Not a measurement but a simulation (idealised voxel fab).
Process module, titled voxel spacer lines
The width of the displayed cross-section, cut, is 225 nm; its cells are square, with a size of 5 nm.
A cross-section is a grid of square cells, given in bands from the top down. A band is one or more rows of cells.
For a band, the entry starts with two heights in nm, that of the top and then that of the bottom, and carries on with the band's materials in order from left to right, each alongside its width in nm; the word "everywhere" beside a single material means it fills the band edge to edge, and "air" means empty space.
We count height from 0. Below that, the starting wafer is all one material. The lowest band never ends at the bottom but goes on down; see "from 0 down" for how that is written.
The width entry "30->40" should be interpreted row by row: the top row of cells in the band takes the first number, the bottom row takes the second number, and the change between adjacent rows is uniform throughout.
Step marked "no change occurred"? Then no cell in the cross-section changed in it.
"Unvented voids" lists enclosed empty spaces (at least 8 cells, no open path upward to the top), each as width x height at distance from the left edge, in nm.
On each step's line, the part that comes after the settings is the simulator's own comment on the step.
overlay nm: right-of-plan distance of the mask on a masked step; negative values mean left-of-plan.

HERE'S WHAT THE PLANNED PROCESS STEPS LOOK LIKE
1,RECEIVE,material Si
2,CONFORMAL_DEP,material SiO2,thk nm 5
3,DIRECTIONAL_DEP,material TiN,thk nm 20
4,DIRECTIONAL_DEP,material polySi,thk nm 25
5,PATTERN,tone cover,mask id MANDREL,material resist,width nm 15,pitch nm 50,thk nm 35,overlay nm 0
6,DIRECTIONAL_ETCH,etch materials polySi,depth nm 25
7,STRIP,etch materials resist
8,CONFORMAL_DEP,material SiN,thk nm 10
9,DIRECTIONAL_ETCH,etch materials SiN,depth nm 10
10,STRIP,etch materials polySi
11,DIRECTIONAL_ETCH,etch materials TiN,depth nm 20
12,STRIP,etch materials SiN

WAFER CROSS-SECTION ON RECEIPT, I.E. AFTER STEP 1
    from 0 down  Si everywhere
    Unvented voids: none

LOOK AT THE CROSS-SECTION AFTER THE MODULE: THE WAFER STARTED OUT THE WAY SHOWN ABOVE AND THE PLAN WAS THE ONE SHOWN ABOVE, YET ONE MISTAKE WAS MADE ALONG THE WAY
    from 45 to 25  air (45) | TiN (10) | air (15) | TiN (10) | air (15) | TiN (10) | air (15) | TiN (10) | air (15) | TiN (10) | air (15) | TiN (10) | air (45)
    from 25 to 5  TiN everywhere
    from 5 to 0  SiO2 everywhere
    from 0 down  Si everywhere
    Unvented voids: none
What broke from the plan during processing? step 3 of the plan was twice carried out
